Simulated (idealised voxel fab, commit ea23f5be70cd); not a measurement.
Process module in this document: voxel fin reveal
Cross-sectional view cut (width: 195 nm; square cell size: 5 nm).
Reading order for cross-sections: top band down to bottom band. Underlying form: a grid of square cells. Band size: one or more rows of cells. Band: top height; bottom height; in nm. Then, left to right: material with width in nm, for each material. "everywhere": a single material spanning edge to edge. "blank": empty space. It should be noted that heights are counted from 0, beneath which the wafer as supplied is of one material throughout, and that the lowest band possesses no lower boundary but continues downward, as written in "0 down". The width entry "30..40" should be interpreted row by row: the top row of cells in the band takes the first number, the bottom row takes the second number, and the change between adjacent rows is uniform throughout. Basically "no modification" means that step didn't change any cell in the cross-section. Under "Closed empty spaces" you'll find the enclosed gaps, the ones with no way out to the top, that are 8 cells or bigger; each reads width x height at distance, with distance counted from the left edge, everything in nm. Read whatever lies past the settings on a step's line as the simulator's own remark about the step. A step line may carry the setting "overlay nm", which, for steps involving a mask, states the distance by which the mask lay to the right of its intended position; negative values denote displacement to the left.

Process steps (planned):
step 1: RECEIVE,material Si
step 2: CONFORMAL_DEP,material SiN,thk nm 10
step 3: DIRECTIONAL_DEP,material aC,thk nm 10
step 4: PATTERN,tone cover,mask id FINS,material resist,width nm 15,pitch nm 40,thk nm 30,overlay nm 0
step 5: DIRECTIONAL_ETCH,etch materials aC,depth nm 10
step 6: STRIP,etch materials resist
step 7: DIRECTIONAL_ETCH,etch materials SiN,depth nm 10
step 8: DIRECTIONAL_ETCH,etch materials Si,depth nm 40
step 9: STRIP,etch materials aC
step 10: OXIDIZE,depth nm 5
step 11: FILL_DEP,material SiO2,thk nm 15
step 12: CMP,height nm 10
step 13: SELECTIVE_ETCH,etch materials SiO2,depth nm 40
step 14: STRIP,etch materials SiN
step 15: CONFORMAL_DEP,material SiO2,thk nm 5

This is the cross-section of the wafer as we received it, i.e. after step 1:
  0 down | Si everywhere
  Closed empty spaces: none

As-planned run: cross-section of the first of two wafers at end of module:
  5 to 0 | 70 of blank  15 of SiO2  25 of blank  15 of SiO2  70 of blank
  0 to -25 | 70 of blank  5 of SiO2  5 of Si  5 of SiO2  25 of blank  5 of SiO2  5 of Si  5 of SiO2  70 of blank
  -25 to -45 | 75 of SiO2  5 of Si  35 of SiO2  5 of Si  75 of SiO2
  -45 down | Si everywhere
  Closed empty spaces: none

Cross-sectional view: second of two wafers, end of module; start and plan identical to the first, one mistake in running:
  15 to 0 | 60 of blank  35 of SiO2  5 of blank  35 of SiO2  60 of blank
  0 to -15 | 60 of blank  15 of SiO2  5 of Si  15 of SiO2  5 of blank  15 of SiO2  5 of Si  15 of SiO2  60 of blank
  -15 to -45 | 75 of SiO2  5 of Si  35 of SiO2  5 of Si  75 of SiO2
  -45 down | Si everywhere
  Closed empty spaces: none
what went wrong: the process deviated at step 15: the operation and settings actually run there were CONFORMAL_DEP,material SiO2,thk nm 15
Per the end-of-run cell counts, the second wafer holds more or fewer of some materials than the first: SiO2 +126
